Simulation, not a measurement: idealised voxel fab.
Process module, titled voxel tone inversion
Cross-section cut: width 140 nm, square cells of 5 nm.
Format of a cross-section: grid, square cells. Given as bands. Order: top down. Band: one or more rows of cells. A band entry consists of two parts. The first gives the height of the band's top and the height of its bottom, in nm. The rest lists the band's materials from left to right, each with its width in nm. A single material labelled with the word "edge to edge" fills the band from edge to edge, and the word "empty" marks empty space. Basically, 0 is our baseline, since under it the wafer straight out of the box is all one material. The bottom band has no lower end and keeps on going down, so it looks like "z 0 and below". Think of "30 to 40" as a width that walks from the first number to the second as you go down the band, top row to bottom row, taking equal-sized steps from row to row. "remained the same" means the step left every cell of the cross-section as it was. Entry "Sealed cavities". Content: empty spaces with no open connection to the top, size 8 cells or greater. Each: width x height at distance. Distance: from left edge. Unit: nm. Read whatever lies past the settings on a step's line as the simulator's own remark about the step. Regarding "overlay nm": on a step with a mask, it is the distance the mask lay to the right of its planned place; a negative value places it to the left.
## The process steps that were planned are listed below
1. RECEIVE [material Si]
2. CONFORMAL_DEP [material SiCN] [thk nm 10]
3. DIRECTIONAL_DEP [material aC] [thk nm 15]
4. PATTERN [tone cover] [mask id POSTS] [material resist] [width nm 15] [pitch nm 30] [thk nm 25] [overlay nm 0]
5. DIRECTIONAL_ETCH [etch materials aC] [depth nm 15]
6. STRIP [etch materials resist]
7. FILL_DEP [material lowk] [thk nm 10]
8. CMP [height nm 25]
9. STRIP [etch materials aC]
## Cross-section: wafer on arrival = after step 1
- z 0 and below  Si edge to edge
- Sealed cavities: none
## Wafer at module end, in section. Began as above, planned as above, run with one mistake
- z 25 to 15  lowk edge to edge
- z 15 to 0  45 lowk / 15 aC / 15 lowk / 15 aC / 50 lowk
- z 0 and below  Si edge to edge
- Sealed cavities: none
What was the processing mistake? yeah, step 2 of the plan got skipped, never ran
